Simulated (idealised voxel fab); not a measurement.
process module | voxel released beams
cross-section cut | 155 nm wide | cells 5 nm
A cross-section is a grid of square cells, given in bands from the top down. A band is one or more rows of cells.
Each band's line starts with the height of the band's top and of its bottom, in nm. Then come its materials from left to right, each with its width in nm. One material with "throughout" fills the band from edge to edge. "air" is empty space.
Height 0 is the level under which the wafer as received is all one material. The lowest band goes on downwards, as in "0 down".
A width such as "30 to 40" changes by the same amount from each row of cells to the next, from the band's top row to its bottom row.
"no change" after a step means that no cell of the cross-section changed.
closed voids: empty space of 8 cells or more with no open way to the top, each as width x height at its distance from the left edge, in nm
after a step's settings: what the simulator itself notes on the step
overlay nm, on a step with a mask: how far to the right of its planned place the mask lay; to the left if negative
plan
1 op RECEIVE | material Si
2 op CONFORMAL_DEP | material SiN | thk nm 10
3 op DIRECTIONAL_DEP | material SiO2 | thk nm 20
4 op MASKED_ETCH | tone open | mask id ANCHOR | width nm 45 | etch materials SiO2 | depth nm 20 | overlay nm 0
5 op CONFORMAL_DEP | material polySi | thk nm 15
6 op PATTERN | tone cover | mask id BEAM | material resist | width nm 100 | thk nm 15 | overlay nm 0
7 op DIRECTIONAL_ETCH | etch materials polySi | depth nm 15
8 op STRIP | etch materials resist
9 op STRIP | etch materials SiO2
as received, after step 1
  0 down: Si throughout
  closed voids: none
first wafer at the end, as planned
  45 to 30: air 25 | polySi 20 | air 15 | polySi 65 | air 30
  30 to 25: air 30 | polySi 15 | air 15 | polySi 15 | air 80
  25 to 10: air 30 | polySi 45 | air 80
  10 to 0: SiN throughout
  0 down: Si throughout
  closed voids: none
second wafer at the end: like start, like plan, one mistake
  45 to 40: air 25 | polySi 20 | air 15 | polySi 65 | air 30
  40 to 30: polySi 45 | air 15 | polySi 95
  30 to 25: SiO2 30 | polySi 15 | air 15 | polySi 15 | SiO2 80
  25 to 10: SiO2 30 | polySi 45 | SiO2 80
  10 to 0: SiN throughout
  0 down: Si throughout
  closed voids: none
what went wrong: step 7 ran as: op DIRECTIONAL_ETCH | etch materials polySi | depth nm 5
at the end the second wafer has, in cells: 88 more of SiO2 | 22 more of polySi
